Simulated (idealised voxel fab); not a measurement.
Herein follows the process module entitled voxel double patterning.
Section shown: cut. Width: 180 nm. Cell size: 5 nm, square.
Throughout this document, each cross-section is represented as a grid of square cells and is presented as a sequence of bands enumerated from the top downward, where a band comprises one or more rows of cells. Quick guide to a band line: top height, bottom height (nm) up front; then every material left to right with its width in nm. Only one material and it's marked "throughout"? Then it fills the band edge to edge. And "air" just means empty space. Counting heights begins at 0, where everything beneath is, in the wafer as received, one material. The lowest band has no bottom; it goes on downwards, as "0 nm and below" shows. Width spec "30..40" -> top row of cells at first value, bottom row at second value, equal per-row change in between. "remained the same" means the step left every cell of the cross-section as it was. The entry titled "Sealed cavities" provides the empty spaces that have no open way to the top, restricted to those of 8 cells or more. Each is presented as width x height at distance, the distance being measured from the left edge, with all three in nm. Past the settings on a step's line: simulator remark, on that step. overlay nm: where the mask lay relative to plan, measured to the right, on steps with a mask; negatives go left.
These are the steps we planned for the process:
step 1: RECEIVE | material Si
step 2: CONFORMAL_DEP | material SiO2 | thk nm 10
step 3: DIRECTIONAL_DEP | material W | thk nm 20
step 4: DIRECTIONAL_DEP | material SiN | thk nm 5
step 5: PATTERN | tone open | mask id FIRST | material resist | width nm 15 | pitch nm 50 | thk nm 15 | overlay nm 0
step 6: DIRECTIONAL_ETCH | etch materials SiN | depth nm 5
step 7: STRIP | etch materials resist
step 8: DIRECTIONAL_DEP | material aC | thk nm 15
step 9: PATTERN | tone open | mask id SECOND | material resist | width nm 15 | pitch nm 50 | thk nm 30 | overlay nm 0
step 10: DIRECTIONAL_ETCH | etch materials aC | depth nm 15
step 11: STRIP | etch materials resist
step 12: DIRECTIONAL_ETCH | etch materials SiN | depth nm 5
step 13: STRIP | etch materials aC
step 14: DIRECTIONAL_ETCH | etch materials W | depth nm 20
step 15: STRIP | etch materials SiN
As received (post step 1): cross-section:
	0 nm and below  Si throughout
	Sealed cavities: none
One mistake in running the module, otherwise start and plan as above: cross-section at the end:
	25 nm to 5 nm  W=30  air=15  W=10  air=15  W=10  air=15  W=10  air=15  W=10  air=15  W=35
	5 nm to 0 nm  SiO2 throughout
	0 nm and below  Si throughout
	Sealed cavities: none
Deviation from plan: off-plan run, step 2, actual operation and settings CONFORMAL_DEP | material SiO2 | thk nm 5
